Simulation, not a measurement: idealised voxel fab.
Documented hereafter: the process module known as voxel wiring stack.
Cross-section cut: width 240 nm, square cells of 5 nm.
Reading order for cross-sections: top band down to bottom band. Underlying form: a grid of square cells. Band size: one or more rows of cells. Within each band entry, the heights of the top and of the bottom of the band appear first, in that order and in nm; the materials of the band then follow from left to right, each with its corresponding width in nm. The designation "throughout" on a single material indicates that it fills the band from edge to edge; the designation "air" indicates empty space. It should be noted that heights are counted from 0, beneath which the wafer as supplied is of one material throughout, and that the lowest band possesses no lower boundary but continues downward, as written in "0 down". Graded width ("30->40"): value in top row of band = first number; value in bottom row = second number; row-to-row change constant. Reading "remained unchanged" for a step: not a cell of the cross-section changed in it. Basically, "Closed void register" tells you about the enclosed voids: empty spaces with no open way to the top, 8 cells or bigger, each written width x height at distance, where distance is from the left edge, all in nm. It should be noted that, on the line of a given step, the content following the step's settings is a remark produced by the simulator itself with respect to that step. What "overlay nm" on a step's line means: if the step has a mask, that mask lay this far to the right of its planned place, or, when the value is negative, to the left.

# This section lists the process steps that were planned
| 1 | RECEIVE, material Si |
| 2 | CONFORMAL_DEP, material SiO2, thk nm 15 |
| 3 | CONFORMAL_DEP, material SiN, thk nm 5 |
| 4 | DIRECTIONAL_DEP, material lowk, thk nm 20 |
| 5 | PATTERN, tone open, mask id METAL_1, material resist, width nm 30, pitch nm 45, thk nm 15, overlay nm 0 |
| 6 | DIRECTIONAL_ETCH, etch materials lowk, depth nm 20 |
| 7 | DIRECTIONAL_ETCH, etch materials SiN, depth nm 5 |
| 8 | STRIP, etch materials resist |
| 9 | CONFORMAL_DEP, material TiN, thk nm 5 |
| 10 | FILL_DEP, material Cu, thk nm 5 |
| 11 | CMP, height nm 40 |
| 12 | CONFORMAL_DEP, material SiCN, thk nm 5 |
| 13 | DIRECTIONAL_DEP, material lowk, thk nm 20 |
| 14 | MASKED_ETCH, tone open, mask id PLUG_1, width nm 15, pitch nm 45, etch materials lowk, depth nm 20, overlay nm 0 |
| 15 | MASKED_ETCH, tone open, mask id PLUG_1, width nm 15, pitch nm 45, etch materials SiCN, depth nm 5, overlay nm 0 |
| 16 | CONFORMAL_DEP, material TiN, thk nm 5 |
| 17 | FILL_DEP, material Cu, thk nm 5 |
| 18 | CMP, height nm 65 |
| 19 | CONFORMAL_DEP, material SiCN, thk nm 5 |
| 20 | DIRECTIONAL_DEP, material lowk, thk nm 20 |
| 21 | DIRECTIONAL_DEP, material aC, thk nm 15 |
| 22 | PATTERN, tone open, mask id METAL_2, material resist, width nm 30, pitch nm 45, thk nm 35, overlay nm 0 |
| 23 | DIRECTIONAL_ETCH, etch materials aC, depth nm 15 |
| 24 | STRIP, etch materials resist |
| 25 | DIRECTIONAL_ETCH, etch materials lowk, depth nm 20 |
| 26 | DIRECTIONAL_ETCH, etch materials SiCN, depth nm 5 |
| 27 | STRIP, etch materials aC |
| 28 | CONFORMAL_DEP, material TiN, thk nm 5 |
| 29 | FILL_DEP, material W, thk nm 5 |
| 30 | CMP, height nm 90 |
| 31 | EPI, material Ru, thk nm 5 |
| 32 | FILL_DEP, material SiCN, thk nm 5 |
| 33 | DIRECTIONAL_DEP, material lowk, thk nm 35 |
| 34 | PATTERN, tone open, mask id METAL_3, material resist, width nm 30, pitch nm 45, thk nm 20, overlay nm 0 |
| 35 | DIRECTIONAL_ETCH, etch materials lowk, depth nm 20 |
| 36 | STRIP, etch materials resist |
| 37 | MASKED_ETCH, tone open, mask id METAL_3_HOLES, width nm 15, pitch nm 45, etch materials lowk, depth nm 15, overlay nm 0 |
| 38 | MASKED_ETCH, tone open, mask id METAL_3_HOLES, width nm 15, pitch nm 45, etch materials SiCN, depth nm 5, overlay nm 0 |
| 39 | CONFORMAL_DEP, material TiN, thk nm 5 |
| 40 | FILL_DEP, material Cu, thk nm 5 |
| 41 | CMP, height nm 135 |
| 42 | CONFORMAL_DEP, material SiCN, thk nm 5 |

# Cross-section of the wafer as it came to us, i.e., already through step 1
    0 down  Si throughout
    Closed void register: none

# Starting structure and process plan are as shown above, but one mistake was made in running the module; the wafer cross-section at the end of the module follows
    140 to 135  SiCN throughout
    135 to 100  lowk throughout
    100 to 95  SiCN throughout
    95 to 90  30 SiCN | 40 Ru | 5 SiCN | 40 Ru | 5 SiCN | 40 Ru | 5 SiCN | 40 Ru | 35 SiCN
    90 to 70  35 lowk | 5 TiN | 20 W | 5 TiN | 15 lowk | 5 TiN | 20 W | 5 TiN | 15 lowk | 5 TiN | 20 W | 5 TiN | 15 lowk | 5 TiN | 20 W | 5 TiN | 40 lowk
    70 to 65  35 SiCN | 30 TiN | 15 SiCN | 30 TiN | 15 SiCN | 30 TiN | 15 SiCN | 30 TiN | 40 SiCN
    65 to 45  35 lowk | 5 TiN | 5 Cu | 5 TiN | 30 lowk | 5 TiN | 5 Cu | 5 TiN | 30 lowk | 5 TiN | 5 Cu | 5 TiN | 30 lowk | 5 TiN | 5 Cu | 5 TiN | 55 lowk
    45 to 40  35 SiCN | 15 TiN | 30 SiCN | 15 TiN | 30 SiCN | 15 TiN | 30 SiCN | 15 TiN | 55 SiCN
    40 to 20  35 lowk | 5 TiN | 20 Cu | 5 TiN | 15 lowk | 5 TiN | 20 Cu | 5 TiN | 15 lowk | 5 TiN | 20 Cu | 5 TiN | 15 lowk | 5 TiN | 20 Cu | 5 TiN | 40 lowk
    20 to 15  35 SiN | 30 TiN | 15 SiN | 30 TiN | 15 SiN | 30 TiN | 15 SiN | 30 TiN | 40 SiN
    15 to 0  SiO2 throughout
    0 down  Si throughout
    Closed void register: none
What broke from the plan during processing? step 33, plan: ran twice
